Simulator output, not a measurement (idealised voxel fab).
The name of this process module is voxel gate over fins.
cross-section cut | 280 nm wide | cells 5 nm
Heads up, the way a cross-section reads in here is a grid of square cells, handed over as bands from the top down, with every band being one or more rows of cells. Top height, bottom height, nm. Materials left to right, width each, nm. Single material + "everywhere" = fills band edge to edge. "empty" = empty. All heights in this document are referenced to 0, defined as the level beneath which the wafer, as received, consists entirely of one material. The lowest band is not bounded below; it extends indefinitely downward and is written in the form "0 down". Top row gets the first number, bottom row gets the second, and each row in between changes by the same step: that is how a band width like "30->40" works. "everything unchanged" means the step left every cell of the cross-section as it was. "Trapped cavities" specifies each empty space that is not open to the top and that occupies no fewer than 8 cells, using the form width x height at distance, the distance measured from the left edge and all three quantities in nm. That trailing text on a step's line, after the settings, is the simulator's own remark on the step. The line of a step may include "overlay nm". On a step with a mask, this value is how far to the right of its planned place the mask lay. A negative value means the mask lay to the left.

Process steps - plan
1 RECEIVE, material Si
2 CONFORMAL_DEP, material SiN, thk nm 5
3 PATTERN, tone cover, mask id FINS, material resist, width nm 15, pitch nm 55, thk nm 15, overlay nm 0
4 DIRECTIONAL_ETCH, etch materials SiN, depth nm 5
5 DIRECTIONAL_ETCH, etch materials Si, depth nm 35
6 STRIP, etch materials resist
7 OXIDIZE, depth nm 5
8 FILL_DEP, material SiO2, thk nm 15
9 CMP, height nm 5
10 DIRECTIONAL_DEP, material aC, thk nm 10
11 PATTERN, tone open, mask id RAIL, material resist, width nm 15, thk nm 25, overlay nm 0
12 DIRECTIONAL_ETCH, etch materials aC, depth nm 10
13 STRIP, etch materials resist
14 DIRECTIONAL_ETCH, etch materials SiO2, depth nm 35
15 STRIP, etch materials aC
16 CONFORMAL_DEP, material TiN, thk nm 5
17 FILL_DEP, material W, thk nm 5
18 CMP, height nm 5
19 SELECTIVE_ETCH, etch materials W Ru TiN, depth nm 25
20 FILL_DEP, material SiO2, thk nm 5
21 CMP, height nm 5
22 SELECTIVE_ETCH, etch materials SiO2, depth nm 15
23 STRIP, etch materials SiN
24 CONFORMAL_DEP, material HfO2, thk nm 5
25 CONFORMAL_DEP, material TiN, thk nm 5
26 CONFORMAL_DEP, material TiAl, thk nm 5
27 CONFORMAL_DEP, material TiN, thk nm 5
28 FILL_DEP, material W, thk nm 15
29 CMP, height nm 30
30 CONFORMAL_DEP, material SiN, thk nm 5

Shown in cross-section is the wafer as received, that is, as it stands after step 1
0 down  Si everywhere
Trapped cavities: none

Here's the wafer cut in cross-section after the module, started and planned just like above, except one thing was done wrong in the run
35 to 30  SiN everywhere
30 to 20  W everywhere
20 to 15  60 W, 45 TiN, 10 W, 45 TiN, 10 W, 45 TiN, 65 W
15 to 10  60 W, 5 TiN, 35 TiAl, 5 TiN, 10 W, 5 TiN, 35 TiAl, 5 TiN, 10 W, 5 TiN, 35 TiAl, 5 TiN, 65 W
10 to 5  65 TiN, 5 TiAl, 25 TiN, 5 TiAl, 20 TiN, 5 TiAl, 25 TiN, 5 TiAl, 20 TiN, 5 TiAl, 25 TiN, 5 TiAl, 70 TiN
5 to 0  70 TiAl, 5 TiN, 15 HfO2, 5 TiN, 30 TiAl, 5 TiN, 15 HfO2, 5 TiN, 30 TiAl, 5 TiN, 15 HfO2, 5 TiN, 75 TiAl
0 to -5  75 TiN, 5 HfO2, 5 Si, 5 HfO2, 40 TiN, 5 HfO2, 5 Si, 5 HfO2, 40 TiN, 5 HfO2, 5 Si, 5 HfO2, 80 TiN
-5 to -10  65 HfO2, 10 TiN, 5 HfO2, 5 Si, 5 HfO2, 10 TiN, 20 HfO2, 10 TiN, 5 HfO2, 5 Si, 5 HfO2, 10 TiN, 20 HfO2, 10 TiN, 5 HfO2, 5 Si, 5 HfO2, 10 TiN, 70 HfO2
-10 to -15  60 SiO2, 20 HfO2, 5 Si, 20 HfO2, 10 SiO2, 20 HfO2, 5 Si, 20 HfO2, 10 SiO2, 20 HfO2, 5 Si, 20 HfO2, 65 SiO2
-15 to -20  80 SiO2, 5 Si, 50 SiO2, 5 Si, 50 SiO2, 5 Si, 85 SiO2
-20 to -25  80 SiO2, 5 Si, 15 SiO2, 5 TiN, 5 W, 5 TiN, 20 SiO2, 5 Si, 50 SiO2, 5 Si, 85 SiO2
-25 to -30  80 SiO2, 5 Si, 15 SiO2, 15 TiN, 20 SiO2, 5 Si, 50 SiO2, 5 Si, 85 SiO2
-30 to -40  80 SiO2, 5 Si, 50 SiO2, 5 Si, 50 SiO2, 5 Si, 85 SiO2
-40 down  Si everywhere
Trapped cavities: none
What broke from the plan during processing? deviation from plan: step 23 and step 22 executed in one another's positions
